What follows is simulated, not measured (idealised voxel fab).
Process module in this document: voxel transistor to metal
This is section cut - it's 290 nm across, gridded in 5 nm square cells.
In what follows, cross-sections appear as grids of square cells, described through bands that run from the top down, where every band is one or more rows of cells.
Band entry format. Leading values: height of top, height of bottom, nm. Remainder: materials in left-to-right order, each with its width in nm. Special words: "edge to edge" on a single material, which then fills the band edge to edge; "air", empty space.
It should be noted that heights are counted from 0, beneath which the wafer as supplied is of one material throughout, and that the lowest band possesses no lower boundary but continues downward, as written in "0..down".
Width: "30->40" (first number = top row, second number = bottom row, same change from row to row of cells).
Take "nothing altered" at face value: in the step it is given for, the cross-section changed in none of its cells.
What "Entrapped void list" gives you is every empty space of 8 cells or more that is cut off from the top. Each appears as width x height at distance, with the distance taken from the left edge and width, height and distance all in nm.
On a step's line, text after the settings is the simulator commenting on that step.
If you see "overlay nm" on a step's line and that step has a mask, it's telling you how far right of where it was planned the mask ended up; a negative number means it went left instead.
# The following list gives the planned process steps
1. RECEIVE | material Si
2. CONFORMAL_DEP | material SiO2 | thk nm 5
3. CONFORMAL_DEP | material SiN | thk nm 10
4. PATTERN | tone cover | mask id ACTIVE | material resist | width nm 105 | pitch nm 130 | thk nm 15 | overlay nm 0
5. DIRECTIONAL_ETCH | etch materials SiN | depth nm 10
6. DIRECTIONAL_ETCH | etch materials SiO2 | depth nm 5
7. DIRECTIONAL_ETCH | etch materials Si | depth nm 20
8. STRIP | etch materials resist
9. FILL_DEP | material SiO2 | thk nm 10
10. CMP | height nm 15
11. SELECTIVE_ETCH | etch materials SiO2 | depth nm 10
12. STRIP | etch materials SiN
13. SELECTIVE_ETCH | etch materials SiO2 | depth nm 5
14. OXIDIZE | depth nm 5
15. DIRECTIONAL_DEP | material polySi | thk nm 20
16. DIRECTIONAL_DEP | material SiCN | thk nm 15
17. DIRECTIONAL_DEP | material aC | thk nm 10
18. PATTERN | tone cover | mask id GATE | material resist | width nm 25 | pitch nm 130 | thk nm 30 | overlay nm 0
19. DIRECTIONAL_ETCH | etch materials aC | depth nm 10
20. STRIP | etch materials resist
21. DIRECTIONAL_ETCH | etch materials SiCN | depth nm 25
22. DIRECTIONAL_ETCH | etch materials polySi | depth nm 30
23. STRIP | etch materials aC
24. CONFORMAL_DEP | material SiO2 | thk nm 5
25. DIRECTIONAL_ETCH | etch materials SiO2 | depth nm 5
26. CONFORMAL_DEP | material SiN | thk nm 5
27. DIRECTIONAL_ETCH | etch materials SiN | depth nm 5
28. DIRECTIONAL_ETCH | etch materials SiO2 | depth nm 5
29. EPI | material SiGe | thk nm 5
30. FILL_DEP | material SiO2 | thk nm 10
31. CMP | height nm 20
32. STRIP | etch materials polySi
33. SELECTIVE_ETCH | etch materials SiO2 | depth nm 5
34. CONFORMAL_DEP | material HfO2 | thk nm 5
35. CONFORMAL_DEP | material TiN | thk nm 5
36. FILL_DEP | material W | thk nm 10
37. CMP | height nm 15
38. DIRECTIONAL_DEP | material SiO2 | thk nm 10
39. DIRECTIONAL_DEP | material aC | thk nm 15
40. PATTERN | tone open | mask id CONTACT | material resist | width nm 15 | thk nm 30 | overlay nm 0
41. DIRECTIONAL_ETCH | etch materials aC | depth nm 15
42. STRIP | etch materials resist
43. DIRECTIONAL_ETCH | etch materials SiO2 | depth nm 25
44. STRIP | etch materials aC
45. CONFORMAL_DEP | material TiN | thk nm 5
46. FILL_DEP | material Ru | thk nm 10
47. CMP | height nm 25
48. CONFORMAL_DEP | material SiN | thk nm 5
49. DIRECTIONAL_DEP | material SiO2 | thk nm 20
50. MASKED_ETCH | tone open | mask id METAL_1 | width nm 15 | etch materials SiO2 | depth nm 20 | overlay nm 0
51. MASKED_ETCH | tone open | mask id METAL_1 | width nm 15 | etch materials SiN | depth nm 5 | overlay nm 0
52. CONFORMAL_DEP | material TiN | thk nm 5
53. FILL_DEP | material Cu | thk nm 10
54. CMP | height nm 50
55. CONFORMAL_DEP | material SiCN | thk nm 5
56. DIRECTIONAL_DEP | material lowk | thk nm 25
57. MASKED_ETCH | tone open | mask id METAL_2 | width nm 15 | pitch nm 130 | etch materials lowk | depth nm 15 | overlay nm 0
58. MASKED_ETCH | tone open | mask id METAL_2_HOLES | width nm 15 | pitch nm 130 | etch materials lowk | depth nm 10 | overlay nm 0
59. MASKED_ETCH | tone open | mask id METAL_2_HOLES | width nm 15 | pitch nm 130 | etch materials SiCN | depth nm 5 | overlay nm 0
60. CONFORMAL_DEP | material TiN | thk nm 5
61. FILL_DEP | material Cu | thk nm 10
62. CMP | height nm 80
63. CONFORMAL_DEP | material SiCN | thk nm 5
# Here's what the wafer looked like in cross-section when it arrived - that's after step 1
* 0..down: Si edge to edge
* Entrapped void list: none
# Module complete - cross-section of the first of two wafers, run according to plan
* 85..80: SiCN edge to edge
* 80..55: 35 of lowk; 5 of TiN; 5 of Cu; 5 of TiN; 115 of lowk; 5 of TiN; 5 of Cu; 5 of TiN; 110 of lowk
* 55..50: 35 of SiCN; 15 of TiN; 115 of SiCN; 15 of TiN; 110 of SiCN
* 50..30: 35 of SiO2; 5 of TiN; 5 of Cu; 5 of TiN; 55 of SiO2; 5 of TiN; 5 of Cu; 5 of TiN; 45 of SiO2; 5 of TiN; 5 of Cu; 5 of TiN; 55 of SiO2; 5 of TiN; 5 of Cu; 5 of TiN; 40 of SiO2
* 30..25: 35 of SiN; 15 of TiN; 55 of SiN; 15 of TiN; 45 of SiN; 15 of TiN; 55 of SiN; 15 of TiN; 40 of SiN
* 25..15: 35 of SiO2; 5 of TiN; 5 of Ru; 5 of TiN; 55 of SiO2; 5 of TiN; 5 of Ru; 5 of TiN; 45 of SiO2; 5 of TiN; 5 of Ru; 5 of TiN; 55 of SiO2; 5 of TiN; 5 of Ru; 5 of TiN; 40 of SiO2
* 15..5: 35 of SiO2; 5 of TiN; 5 of Ru; 5 of TiN; 5 of SiO2; 5 of SiN; 5 of HfO2; 5 of TiN; 15 of W; 5 of TiN; 5 of HfO2; 5 of SiN; 5 of SiO2; 5 of TiN; 5 of Ru; 5 of TiN; 45 of SiO2; 5 of TiN; 5 of Ru; 5 of TiN; 5 of SiO2; 5 of SiN; 5 of HfO2; 5 of TiN; 15 of W; 5 of TiN; 5 of HfO2; 5 of SiN; 5 of SiO2; 5 of TiN; 5 of Ru; 5 of TiN; 40 of SiO2
* 5..0: 35 of SiO2; 15 of TiN; 5 of SiO2; 5 of SiN; 5 of HfO2; 25 of TiN; 5 of HfO2; 5 of SiN; 5 of SiO2; 15 of TiN; 45 of SiO2; 15 of TiN; 5 of SiO2; 5 of SiN; 5 of HfO2; 25 of TiN; 5 of HfO2; 5 of SiN; 5 of SiO2; 15 of TiN; 40 of SiO2
* 0..-5: 20 of SiO2; 35 of SiGe; 5 of SiO2; 35 of HfO2; 5 of SiO2; 35 of SiGe; 15 of SiO2; 35 of SiGe; 5 of SiO2; 35 of HfO2; 5 of SiO2; 35 of SiGe; 25 of SiO2
* -5..-20: 25 of SiO2; 105 of Si; 25 of SiO2; 105 of Si; 30 of SiO2
* -20..down: Si edge to edge
* Entrapped void list: none
# Wafer two (of two), end-of-module cross-section: start = wafer one, plan = wafer one, one run mistake
* 85..80: SiCN edge to edge
* 80..55: 35 of lowk; 5 of TiN; 5 of Cu; 5 of TiN; 115 of lowk; 5 of TiN; 5 of Cu; 5 of TiN; 110 of lowk
* 55..50: 35 of SiCN; 15 of TiN; 115 of SiCN; 15 of TiN; 110 of SiCN
* 50..30: 35 of SiO2; 5 of TiN; 5 of Cu; 5 of TiN; 55 of SiO2; 5 of TiN; 5 of Cu; 5 of TiN; 45 of SiO2; 5 of TiN; 5 of Cu; 5 of TiN; 55 of SiO2; 5 of TiN; 5 of Cu; 5 of TiN; 40 of SiO2
* 30..25: 35 of SiN; 15 of TiN; 55 of SiN; 15 of TiN; 45 of SiN; 15 of TiN; 55 of SiN; 15 of TiN; 40 of SiN
* 25..15: 35 of SiO2; 5 of TiN; 5 of Ru; 5 of TiN; 55 of SiO2; 5 of TiN; 5 of Ru; 5 of TiN; 45 of SiO2; 5 of TiN; 5 of Ru; 5 of TiN; 55 of SiO2; 5 of TiN; 5 of Ru; 5 of TiN; 40 of SiO2
* 15..5: 35 of SiO2; 5 of TiN; 5 of Ru; 5 of TiN; 5 of SiO2; 5 of SiN; 5 of HfO2; 5 of TiN; 15 of W; 5 of TiN; 5 of HfO2; 5 of SiN; 5 of SiO2; 5 of TiN; 5 of Ru; 5 of TiN; 45 of SiO2; 5 of TiN; 5 of Ru; 5 of TiN; 5 of SiO2; 5 of SiN; 5 of HfO2; 5 of TiN; 15 of W; 5 of TiN; 5 of HfO2; 5 of SiN; 5 of SiO2; 5 of TiN; 5 of Ru; 5 of TiN; 40 of SiO2
* 5..0: 35 of SiO2; 15 of TiN; 5 of SiO2; 5 of SiN; 5 of HfO2; 25 of TiN; 5 of HfO2; 5 of SiN; 5 of SiO2; 15 of TiN; 45 of SiO2; 15 of TiN; 5 of SiO2; 5 of SiN; 5 of HfO2; 25 of TiN; 5 of HfO2; 5 of SiN; 5 of SiO2; 15 of TiN; 40 of SiO2
* 0..-5: 20 of SiO2; 35 of SiGe; 5 of SiO2; 35 of HfO2; 5 of SiO2; 35 of SiGe; 15 of SiO2; 35 of SiGe; 5 of SiO2; 35 of HfO2; 5 of SiO2; 35 of SiGe; 25 of SiO2
* -5..-40: 25 of SiO2; 105 of Si; 25 of SiO2; 105 of Si; 30 of SiO2
* -40..down: Si edge to edge
* Entrapped void list: none
Deviation noted in wafer processing: the plan's step 7 ran twice
Final cells, second wafer relative to first, materials higher or lower: 64 fewer of Si; 64 more of SiO2
